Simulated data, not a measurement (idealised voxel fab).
Name of the process module below: voxel trench capacitor
The width of the displayed cross-section, cut, is 225 nm; its cells are square, with a size of 5 nm.
Just so we're on the same page, the cross-sections are grids of square cells, and they're listed out in bands top to bottom, each band one or more rows deep.
Heights first: top, then bottom, in nm. Then materials, left to right, each with a width in nm. "throughout" on a single material: fills the band edge to edge. "air": empty space.
Heights from 0 (as-received wafer is one material below). Bottom band endless downward, as "0 -> down".
The expression "30 to 40" gives the width at the extremes of the band, the first number at its top row of cells and the second at its bottom row, with the width changing by equal amounts from each row to the next in between.
Any step labelled "nothing different" changed none of the cells in the cross-section.
Listed in "Closed empty spaces": every empty space of 8 or more cells without an open way to the top. Form: width x height at distance, the distance being from the left edge, all in nm.
Post-settings text on a step line: simulator's own remark regarding the step.
The optional step-line setting "overlay nm" applies to steps with a mask and quantifies how far to the right of its planned location the mask lay, a negative value indicating leftward placement.

Process steps - plan:
1. RECEIVE with material Si
2. CONFORMAL_DEP with material SiN, thk nm 10
3. PATTERN with tone open, mask id TRENCH, material resist, width nm 25, pitch nm 50, thk nm 20, overlay nm -15
4. DIRECTIONAL_ETCH with etch materials SiN, depth nm 10
5. DIRECTIONAL_ETCH with etch materials Si, depth nm 30
6. STRIP with etch materials resist
7. CONFORMAL_DEP with material Al2O3, thk nm 5
8. FILL_DEP with material polySi, thk nm 10
9. CMP with height nm 10
The value of overlay nm given for step 3 in the plan refers to the first wafer; the wafers vary in this setting and are alike at the start.

The first of several wafers in cross-section, exactly as it reached us after step 1:
	0 -> down | Si throughout
	Closed empty spaces: none

For your reference, the table is organized with a row per wafer; each row reflects the wafer at the end of the module, indicating for each material the cells gained (+) or lost (-) since receipt, and thereafter its closed voids:
overlay nm -15; +57 Al2O3; -90 Si; +60 SiN; +63 polySi; Closed empty spaces: none
overlay nm -10; +57 Al2O3; -90 Si; +60 SiN; +63 polySi; Closed empty spaces: none
overlay nm -5; +57 Al2O3; -90 Si; +60 SiN; +63 polySi; Closed empty spaces: none
overlay nm 0; +57 Al2O3; -90 Si; +60 SiN; +63 polySi; Closed empty spaces: none
overlay nm 5; +57 Al2O3; -90 Si; +60 SiN; +63 polySi; Closed empty spaces: none
overlay nm 10; +57 Al2O3; -90 Si; +60 SiN; +63 polySi; Closed empty spaces: none
overlay nm 15; +57 Al2O3; -90 Si; +60 SiN; +63 polySi; Closed empty spaces: none
